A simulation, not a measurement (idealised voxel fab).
Presented below is a process module, voxel self aligned vias.
Cross-sectional view cut (width: 300 nm; square cell size: 5 nm).
If you're reading a cross-section in this doc, picture square cells in a grid; it comes to you as bands, top ones listed first down to the bottom, and a band can be one or more rows of cells.
Each band's line starts with the height of the band's top and of its bottom, in nm. Then come its materials from left to right, each with its width in nm. One material with "everywhere" fills the band from edge to edge. "air" is empty space.
Heights are expressed relative to 0, this being the level below which the as-received wafer comprises one material exclusively. The lowest band is unbounded in the downward direction and is denoted as in "0 down".
Quick explanation for "30 to 40": the width changes in equal steps down the rows of cells, from the first number in the band's top row to the second number in its bottom row.
"everything unchanged" for a step: no cell of the cross-section changed in that step.
"Sealed void inventory" enumerates empty spaces isolated from the top, with no open way to it, that contain at least 8 cells, giving each as width x height at distance from the left edge, all three in nm.
On each step's line, the part that comes after the settings is the simulator's own comment on the step.
"overlay nm" on a masked step: distance the mask lay right of its planned place, negative for left.

# Process steps (planned)
1) RECEIVE | material Si
2) CONFORMAL_DEP | material SiO2 | thk nm 15
3) CONFORMAL_DEP | material SiCN | thk nm 5
4) DIRECTIONAL_DEP | material lowk | thk nm 30
5) MASKED_ETCH | tone open | mask id LINES | width nm 20 | pitch nm 60 | etch materials lowk | depth nm 30 | overlay nm 0
6) CONFORMAL_DEP | material TiN | thk nm 5
7) FILL_DEP | material Ru | thk nm 10
8) CMP | height nm 50
9) SELECTIVE_ETCH | etch materials W Ru TiN | depth nm 5
10) FILL_DEP | material SiN | thk nm 10
11) CMP | height nm 50
12) DIRECTIONAL_DEP | material lowk | thk nm 20
13) MASKED_ETCH | tone open | mask id VIAS | width nm 30 | pitch nm 60 | etch materials lowk | depth nm 20 | overlay nm 0
14) MASKED_ETCH | tone open | mask id VIAS | width nm 30 | pitch nm 60 | etch materials SiN | depth nm 5 | overlay nm 0
15) CONFORMAL_DEP | material TiN | thk nm 5
16) FILL_DEP | material Cu | thk nm 10
17) CMP | height nm 70
18) CONFORMAL_DEP | material SiN | thk nm 5

# Of two wafers, the first: run according to plan

# Cross-section of the wafer at receipt, which is the condition after step 1
> 0 down  Si everywhere
> Sealed void inventory: none

# Presented here is a cross-section of the wafer after step 2 has been performed
> 15 to 0  SiO2 everywhere
> All layers under 0 are left as they were.

# Presented here is a cross-section of the wafer after step 3 has been performed
> 20 to 15  SiCN everywhere
> All layers under 15 are left as they were.

# Presented here is a cross-section of the wafer after step 4 has been performed
> 50 to 20  lowk everywhere
> All layers under 20 are left as they were.

# Presented here is a cross-section of the wafer after step 5 has been performed
> 50 to 20  lowk 80; air 20; lowk 40; air 20; lowk 40; air 20; lowk 80
> All layers under 20 are left as they were.

# Presented here is a cross-section of the wafer after step 6 has been performed
> 55 to 50  TiN 85; air 10; TiN 50; air 10; TiN 50; air 10; TiN 85
> 50 to 25  lowk 80; TiN 5; air 10; TiN 5; lowk 40; TiN 5; air 10; TiN 5; lowk 40; TiN 5; air 10; TiN 5; lowk 80
> 25 to 20  lowk 80; TiN 20; lowk 40; TiN 20; lowk 40; TiN 20; lowk 80
> All layers under 20 are left as they were.

# Presented here is a cross-section of the wafer after step 7 has been performed
> 65 to 55  Ru everywhere
> 55 to 50  TiN 85; Ru 10; TiN 50; Ru 10; TiN 50; Ru 10; TiN 85
> 50 to 25  lowk 80; TiN 5; Ru 10; TiN 5; lowk 40; TiN 5; Ru 10; TiN 5; lowk 40; TiN 5; Ru 10; TiN 5; lowk 80
> All layers under 25 are left as they were.

# Presented here is a cross-section of the wafer after step 8 has been performed
> 50 to 25  lowk 80; TiN 5; Ru 10; TiN 5; lowk 40; TiN 5; Ru 10; TiN 5; lowk 40; TiN 5; Ru 10; TiN 5; lowk 80
> All layers under 25 are left as they were.

# Presented here is a cross-section of the wafer after step 9 has been performed
> 50 to 45  lowk 80; air 20; lowk 40; air 20; lowk 40; air 20; lowk 80
> All layers under 45 are left as they were.

# Presented here is a cross-section of the wafer after step 10 has been performed
> 60 to 50  SiN everywhere
> 50 to 45  lowk 80; SiN 20; lowk 40; SiN 20; lowk 40; SiN 20; lowk 80
> All layers under 45 are left as they were.

# Presented here is a cross-section of the wafer after step 11 has been performed
> 50 to 45  lowk 80; SiN 20; lowk 40; SiN 20; lowk 40; SiN 20; lowk 80
> All layers under 45 are left as they were.

# Presented here is a cross-section of the wafer after step 12 has been performed
> 70 to 50  lowk everywhere
> All layers under 50 are left as they were.

# Presented here is a cross-section of the wafer after step 13 has been performed
> 70 to 50  lowk 75; air 30; lowk 30; air 30; lowk 30; air 30; lowk 75
> All layers under 50 are left as they were.

# Presented here is a cross-section of the wafer after step 14 has been performed
> 70 to 50  lowk 75; air 30; lowk 30; air 30; lowk 30; air 30; lowk 75
> 50 to 45  lowk 80; air 20; lowk 40; air 20; lowk 40; air 20; lowk 80
> All layers under 45 are left as they were.

# Presented here is a cross-section of the wafer after step 15 has been performed
> 75 to 70  TiN 80; air 20; TiN 40; air 20; TiN 40; air 20; TiN 80
> 70 to 55  lowk 75; TiN 5; air 20; TiN 5; lowk 30; TiN 5; air 20; TiN 5; lowk 30; TiN 5; air 20; TiN 5; lowk 75
> 55 to 50  lowk 75; TiN 10; air 10; TiN 10; lowk 30; TiN 10; air 10; TiN 10; lowk 30; TiN 10; air 10; TiN 10; lowk 75
> 50 to 45  lowk 80; TiN 20; lowk 40; TiN 20; lowk 40; TiN 20; lowk 80
> All layers under 45 are left as they were.

# Presented here is a cross-section of the wafer after step 16 has been performed
> 85 to 75  Cu everywhere
> 75 to 70  TiN 80; Cu 20; TiN 40; Cu 20; TiN 40; Cu 20; TiN 80
> 70 to 55  lowk 75; TiN 5; Cu 20; TiN 5; lowk 30; TiN 5; Cu 20; TiN 5; lowk 30; TiN 5; Cu 20; TiN 5; lowk 75
> 55 to 50  lowk 75; TiN 10; Cu 10; TiN 10; lowk 30; TiN 10; Cu 10; TiN 10; lowk 30; TiN 10; Cu 10; TiN 10; lowk 75
> All layers under 50 are left as they were.

# Presented here is a cross-section of the wafer after step 17 has been performed
> 70 to 55  lowk 75; TiN 5; Cu 20; TiN 5; lowk 30; TiN 5; Cu 20; TiN 5; lowk 30; TiN 5; Cu 20; TiN 5; lowk 75
> All layers under 55 are left as they were.

# Presented here is a cross-section of the wafer after step 18 has been performed
> 75 to 70  SiN everywhere
> All layers under 70 are left as they were.

# The second wafer began exactly as the first did and followed the same plan, but one mistake was made while running it; through step 2 inclusive, the two wafers are identical

Cross-section: second wafer, time at which step 3 was scheduled to end: everything unchanged

# Cross-section: second wafer, time at which step 4 was scheduled to end
> 45 to 15  lowk everywhere
> All layers under 15 are left as they were.

# Cross-section: second wafer, time at which step 5 was scheduled to end
> 45 to 15  lowk 80; air 20; lowk 40; air 20; lowk 40; air 20; lowk 80
> All layers under 15 are left as they were.

# Cross-section: second wafer, time at which step 6 was scheduled to end
> 50 to 45  TiN 85; air 10; TiN 50; air 10; TiN 50; air 10; TiN 85
> 45 to 20  lowk 80; TiN 5; air 10; TiN 5; lowk 40; TiN 5; air 10; TiN 5; lowk 40; TiN 5; air 10; TiN 5; lowk 80
> 20 to 15  lowk 80; TiN 20; lowk 40; TiN 20; lowk 40; TiN 20; lowk 80
> All layers under 15 are left as they were.

# Cross-section: second wafer, time at which step 7 was scheduled to end
> 60 to 50  Ru everywhere
> 50 to 45  TiN 85; Ru 10; TiN 50; Ru 10; TiN 50; Ru 10; TiN 85
> 45 to 20  lowk 80; TiN 5; Ru 10; TiN 5; lowk 40; TiN 5; Ru 10; TiN 5; lowk 40; TiN 5; Ru 10; TiN 5; lowk 80
> All layers under 20 are left as they were.

# Cross-section: second wafer, time at which step 8 was scheduled to end
> 50 to 45  TiN 85; Ru 10; TiN 50; Ru 10; TiN 50; Ru 10; TiN 85
> All layers under 45 are left as they were.

# Cross-section: second wafer, time at which step 9 was scheduled to end
> 45 to 20  lowk 80; TiN 5; Ru 10; TiN 5; lowk 40; TiN 5; Ru 10; TiN 5; lowk 40; TiN 5; Ru 10; TiN 5; lowk 80
> All layers under 20 are left as they were.

# Cross-section: second wafer, time at which step 10 was scheduled to end
> 55 to 45  SiN everywhere
> All layers under 45 are left as they were.

# Cross-section: second wafer, time at which step 11 was scheduled to end
> 50 to 45  SiN everywhere
> All layers under 45 are left as they were.

# Cross-section: second wafer, time at which step 12 was scheduled to end
> 70 to 50  lowk everywhere
> All layers under 50 are left as they were.

# Cross-section: second wafer, time at which step 13 was scheduled to end
> 70 to 50  lowk 75; air 30; lowk 30; air 30; lowk 30; air 30; lowk 75
> All layers under 50 are left as they were.

# Cross-section: second wafer, time at which step 14 was scheduled to end
> 70 to 50  lowk 75; air 30; lowk 30; air 30; lowk 30; air 30; lowk 75
> 50 to 45  SiN 75; air 30; SiN 30; air 30; SiN 30; air 30; SiN 75
> All layers under 45 are left as they were.

# Cross-section: second wafer, time at which step 15 was scheduled to end
> 75 to 70  TiN 80; air 20; TiN 40; air 20; TiN 40; air 20; TiN 80
> 70 to 50  lowk 75; TiN 5; air 20; TiN 5; lowk 30; TiN 5; air 20; TiN 5; lowk 30; TiN 5; air 20; TiN 5; lowk 75
> 50 to 45  SiN 75; TiN 30; SiN 30; TiN 30; SiN 30; TiN 30; SiN 75
> All layers under 45 are left as they were.

# Cross-section: second wafer, time at which step 16 was scheduled to end
> 85 to 75  Cu everywhere
> 75 to 70  TiN 80; Cu 20; TiN 40; Cu 20; TiN 40; Cu 20; TiN 80
> 70 to 50  lowk 75; TiN 5; Cu 20; TiN 5; lowk 30; TiN 5; Cu 20; TiN 5; lowk 30; TiN 5; Cu 20; TiN 5; lowk 75
> All layers under 50 are left as they were.

# Cross-section: second wafer, time at which step 17 was scheduled to end
> 70 to 50  lowk 75; TiN 5; Cu 20; TiN 5; lowk 30; TiN 5; Cu 20; TiN 5; lowk 30; TiN 5; Cu 20; TiN 5; lowk 75
> All layers under 50 are left as they were.

# Cross-section: second wafer, time at which step 18 was scheduled to end
> 75 to 70  SiN everywhere
> All layers under 70 are left as they were.
Run error: step 3 of the plan got skipped, so it never ran
Looking at both finished wafers in cells, the second ends up ahead of or behind the first on some materials: Cu: 6 more; Ru: 6 more; SiCN: 60 fewer; SiN: 42 more; TiN: 6 more
